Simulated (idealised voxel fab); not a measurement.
The following is a process module called voxel capacitor over wiring.
We display cut, a cross-section 220 nm in width whose square cells are each 5 nm.
Reading order for cross-sections: top band down to bottom band. Underlying form: a grid of square cells. Band size: one or more rows of cells.
First you get the band's top height and its bottom height, in nm, and then the materials it's made of, left to right, with each width in nm. If you see a single material with "everywhere", that one covers the band edge to edge. "empty" is empty space.
It should be noted that heights are counted from 0, beneath which the wafer as supplied is of one material throughout, and that the lowest band possesses no lower boundary but continues downward, as written in "0..down".
Quick explanation for "30..40": the width changes in equal steps down the rows of cells, from the first number in the band's top row to the second number in its bottom row.
The cross-section has no changed cell in any step marked "nothing was modified".
If an empty space has no open way to the top and is at least 8 cells in size, "Closed void entries" lists it, written width x height at distance, where distance is measured from the left edge and every value is in nm.
Read whatever lies past the settings on a step's line as the simulator's own remark about the step.
Each step line may optionally specify "overlay nm", which for a step with a mask gives the rightward distance between the mask's planned place and where it lay, a negative value indicating the leftward direction.

**List of planned process steps**
- 1: RECEIVE: material Si
- 2: CONFORMAL_DEP: material SiO2, thk nm 15
- 3: CONFORMAL_DEP: material SiN, thk nm 5
- 4: DIRECTIONAL_DEP: material SiO2, thk nm 15
- 5: DIRECTIONAL_DEP: material aC, thk nm 10
- 6: PATTERN: tone open, mask id METAL_1, material resist, width nm 25, pitch nm 95, thk nm 30, overlay nm 0
- 7: DIRECTIONAL_ETCH: etch materials aC, depth nm 10
- 8: STRIP: etch materials resist
- 9: DIRECTIONAL_ETCH: etch materials SiO2, depth nm 15
- 10: DIRECTIONAL_ETCH: etch materials SiN, depth nm 5
- 11: STRIP: etch materials aC
- 12: CONFORMAL_DEP: material TiN, thk nm 5
- 13: FILL_DEP: material W, thk nm 10
- 14: CMP: height nm 35
- 15: CONFORMAL_DEP: material SiCN, thk nm 5
- 16: DIRECTIONAL_DEP: material lowk, thk nm 15
- 17: MASKED_ETCH: tone open, mask id PLUG_1, width nm 15, etch materials lowk, depth nm 15, overlay nm 0
- 18: MASKED_ETCH: tone open, mask id PLUG_1, width nm 15, etch materials SiCN, depth nm 5, overlay nm 0
- 19: EPI: material Ru, thk nm 10
- 20: EPI: material Ru, thk nm 10
- 21: DIRECTIONAL_DEP: material TiN, thk nm 5
- 22: DIRECTIONAL_DEP: material HfO2, thk nm 5
- 23: DIRECTIONAL_DEP: material TiN, thk nm 5
- 24: DIRECTIONAL_DEP: material aC, thk nm 10
- 25: PATTERN: tone cover, mask id UPPER_PLATE, material resist, width nm 75, thk nm 30, overlay nm 0
- 26: DIRECTIONAL_ETCH: etch materials aC, depth nm 10
- 27: STRIP: etch materials resist
- 28: DIRECTIONAL_ETCH: etch materials TiN, depth nm 5
- 29: DIRECTIONAL_ETCH: etch materials HfO2, depth nm 5
- 30: STRIP: etch materials aC
- 31: PATTERN: tone cover, mask id LOWER_PLATE, material resist, width nm 85, thk nm 15, overlay nm 0
- 32: DIRECTIONAL_ETCH: etch materials TiN, depth nm 5
- 33: STRIP: etch materials resist
- 34: FILL_DEP: material SiO2, thk nm 20
- 35: CMP: height nm 85
- 36: DIRECTIONAL_DEP: material aC, thk nm 10
- 37: PATTERN: tone open, mask id PLUG_2, material resist, width nm 15, thk nm 30, overlay nm 0
- 38: DIRECTIONAL_ETCH: etch materials aC, depth nm 10
- 39: STRIP: etch materials resist
- 40: DIRECTIONAL_ETCH: etch materials SiO2, depth nm 15
- 41: STRIP: etch materials aC
- 42: CONFORMAL_DEP: material TiN, thk nm 5
- 43: FILL_DEP: material Cu, thk nm 10
- 44: CMP: height nm 85
- 45: CONFORMAL_DEP: material SiCN, thk nm 5

**Incoming wafer, cross-sectional view, post step 1**
* 0..down = Si everywhere
* Closed void entries: none

**Wafer at module end, in section. Began as above, planned as above, run with one mistake**
* 90..85 = SiCN everywhere
* 85..75 = SiO2 (70); TiN (5); Cu (5); TiN (5); SiO2 (135)
* 75..65 = SiO2 (70..60); TiN (15..75); SiO2 (135..85)
* 65..60 = SiO2 (60); HfO2 (75); SiO2 (85)
* 60..55 = SiO2 (55); TiN (85); SiO2 (80)
* 55..40 = lowk (60); Ru (15); lowk (145)
* 40..35 = SiCN (60); Ru (15); SiCN (145)
* 35..20 = SiO2 (50); TiN (5); W (15); TiN (5); SiO2 (70); TiN (5); W (15); TiN (5); SiO2 (50)
* 20..15 = SiN (50); TiN (25); SiN (70); TiN (25); SiN (50)
* 15..0 = TiN everywhere
* 0..down = Si everywhere
* Closed void entries: none
It is concluded that the wafer was processed incorrectly with respect to the plan, in that step 2 changed vs plan, executed as CONFORMAL_DEP: material TiN, thk nm 15
